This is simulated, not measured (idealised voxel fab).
The following process module bears the name voxel self aligned contacts.
Each square cell in cross-section cut measures 5 nm, and the section as a whole is 215 nm wide.
Think of the cross-section as a grid of square cells. We describe it in bands, top to bottom, and each band covers one or more rows of those cells. Heads up on the band format: heights come first, top then bottom, in nm. After that it's the materials left to right, each with its width in nm. A single material flagged "everywhere" fills the whole band edge to edge, and "empty" means there's empty space there. All heights in this document are referenced to 0, defined as the level beneath which the wafer, as received, consists entirely of one material. The lowest band is not bounded below; it extends indefinitely downward and is written in the form "z 0 and below". A width given as "30..40" starts at the first number in the band's top row and ends at the second number in its bottom row, shifting by an equal amount at every step from row to row. What does "everything unchanged" mean for a step? It means no cell of the cross-section changed in that step. Encapsulated voids: empty space of 8 cells or more with no open way to the top, each as width x height at its distance from the left edge, in nm. Text after the settings on a step's line: the simulator's own remark on that step. Among the settings permitted on a step's line is "overlay nm"; applied to a step with a mask, it specifies the extent to which the mask lay to the right of its planned position, whereas a negative figure signifies a position to the left.
### Planned step list for the process
1) RECEIVE (material Si)
2) CONFORMAL_DEP (material SiO2; thk nm 5)
3) DIRECTIONAL_DEP (material polySi; thk nm 30)
4) DIRECTIONAL_DEP (material SiN; thk nm 15)
5) DIRECTIONAL_DEP (material aC; thk nm 15)
6) PATTERN (tone cover; mask id GATE; material resist; width nm 25; pitch nm 60; thk nm 30; overlay nm 0)
7) DIRECTIONAL_ETCH (etch materials aC; depth nm 15)
8) STRIP (etch materials resist)
9) DIRECTIONAL_ETCH (etch materials SiN; depth nm 15)
10) DIRECTIONAL_ETCH (etch materials polySi; depth nm 30)
11) STRIP (etch materials aC)
12) CONFORMAL_DEP (material SiN; thk nm 5)
13) DIRECTIONAL_ETCH (etch materials SiN; depth nm 5)
14) FILL_DEP (material SiO2; thk nm 20)
15) CMP (height nm 60)
16) PATTERN (tone open; mask id CONTACT; material resist; width nm 45; thk nm 20; overlay nm 0)
17) DIRECTIONAL_ETCH (etch materials SiO2; depth nm 60)
18) STRIP (etch materials resist)
19) CONFORMAL_DEP (material TiN; thk nm 5)
20) FILL_DEP (material W; thk nm 5)
21) CMP (height nm 60)
22) CONFORMAL_DEP (material SiN; thk nm 5)
Heads up: all these wafers start the same, and what changes between them is the width nm in step 6. The value you see in the plan is just what the first wafer got.
### Cross-section of the first of several wafers as received (after step 1)
- z 0 and below = Si everywhere
- Encapsulated voids: none
### Per-wafer rows below. For each material: cells gained (+) or lost (-) since the wafer was received, as of end of module. Then: closed voids
width nm 25, +109 SiN, +322 SiO2, +31 TiN, +37 W, +60 polySi, Encapsulated voids: none
width nm 30, +115 SiN, +314 SiO2, +31 TiN, +27 W, +72 polySi, Encapsulated voids: none
width nm 35, +121 SiN, +306 SiO2, +31 TiN, +17 W, +84 polySi, Encapsulated voids: none
width nm 40, +127 SiN, +298 SiO2, +31 TiN, +7 W, +96 polySi, Encapsulated voids: none
width nm 45, +133 SiN, +290 SiO2, +21 TiN, +7 W, +108 polySi, Encapsulated voids: none
